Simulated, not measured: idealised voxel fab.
process module | voxel tone inversion
cross-section cut | 225 nm wide | cells 5 nm
A cross-section is a grid of square cells, given in bands from the top down. A band is one or more rows of cells.
Each band's line starts with the height of the band's top and of its bottom, in nm. Then come its materials from left to right, each with its width in nm. One material with "throughout" fills the band from edge to edge. "air" is empty space.
Height 0 is the level under which the wafer as received is all one material. The lowest band goes on downwards, as in "0 down".
A width such as "30 to 40" changes by the same amount from each row of cells to the next, from the band's top row to its bottom row.
"no change" after a step means that no cell of the cross-section changed.
closed voids: empty space of 8 cells or more with no open way to the top, each as width x height at its distance from the left edge, in nm
after a step's settings: what the simulator itself notes on the step
overlay nm, on a step with a mask: how far to the right of its planned place the mask lay; to the left if negative
plan
1 op RECEIVE | material Si
2 op CONFORMAL_DEP | material SiCN | thk nm 10
3 op DIRECTIONAL_DEP | material aC | thk nm 15
4 op PATTERN | tone cover | mask id POSTS | material resist | width nm 15 | pitch nm 40 | thk nm 20 | overlay nm 0
5 op DIRECTIONAL_ETCH | etch materials aC | depth nm 15
6 op STRIP | etch materials resist
7 op FILL_DEP | material SiO2 | thk nm 10
8 op CMP | height nm 25
9 op STRIP | etch materials aC
10 op CONFORMAL_DEP | material TiN | thk nm 5
11 op FILL_DEP | material W | thk nm 10
12 op CMP | height nm 25
13 op CONFORMAL_DEP | material SiN | thk nm 5
varied across the wafers: width nm of step 4. The plan shows the first wafer's value. All wafers start alike
first wafer as received, after step 1
  0 down: Si throughout
  closed voids: none
first wafer at the end, after step 13
  30 to 25: SiN throughout
  25 to 15: SiO2 45 | TiN 5 | W 5 | TiN 5 | SiO2 25 | TiN 5 | W 5 | TiN 5 | SiO2 25 | TiN 5 | W 5 | TiN 5 | SiO2 25 | TiN 5 | W 5 | TiN 5 | SiO2 45
  15 to 10: SiO2 45 | TiN 15 | SiO2 25 | TiN 15 | SiO2 25 | TiN 15 | SiO2 25 | TiN 15 | SiO2 45
  10 to 0: SiCN throughout
  0 down: Si throughout
  closed voids: none
last wafer at the end
  30 to 25: SiN throughout
  25 to 15: SiO2 40 | TiN 5 | W 15 | TiN 5 | SiO2 15 | TiN 5 | W 15 | TiN 5 | SiO2 15 | TiN 5 | W 15 | TiN 5 | SiO2 15 | TiN 5 | W 15 | TiN 5 | SiO2 40
  15 to 10: SiO2 40 | TiN 25 | SiO2 15 | TiN 25 | SiO2 15 | TiN 25 | SiO2 15 | TiN 25 | SiO2 40
  10 to 0: SiCN throughout
  0 down: Si throughout
  closed voids: none
each wafer at the end: cells of each material gained (+) or lost (-) since it was received, then its closed voids
width nm 15 | +90 SiCN | +45 SiN | +99 SiO2 | +28 TiN | +8 W | closed voids: none
width nm 20 | +90 SiCN | +45 SiN | +87 SiO2 | +32 TiN | +16 W | closed voids: none
width nm 25 | +90 SiCN | +45 SiN | +75 SiO2 | +36 TiN | +24 W | closed voids: none
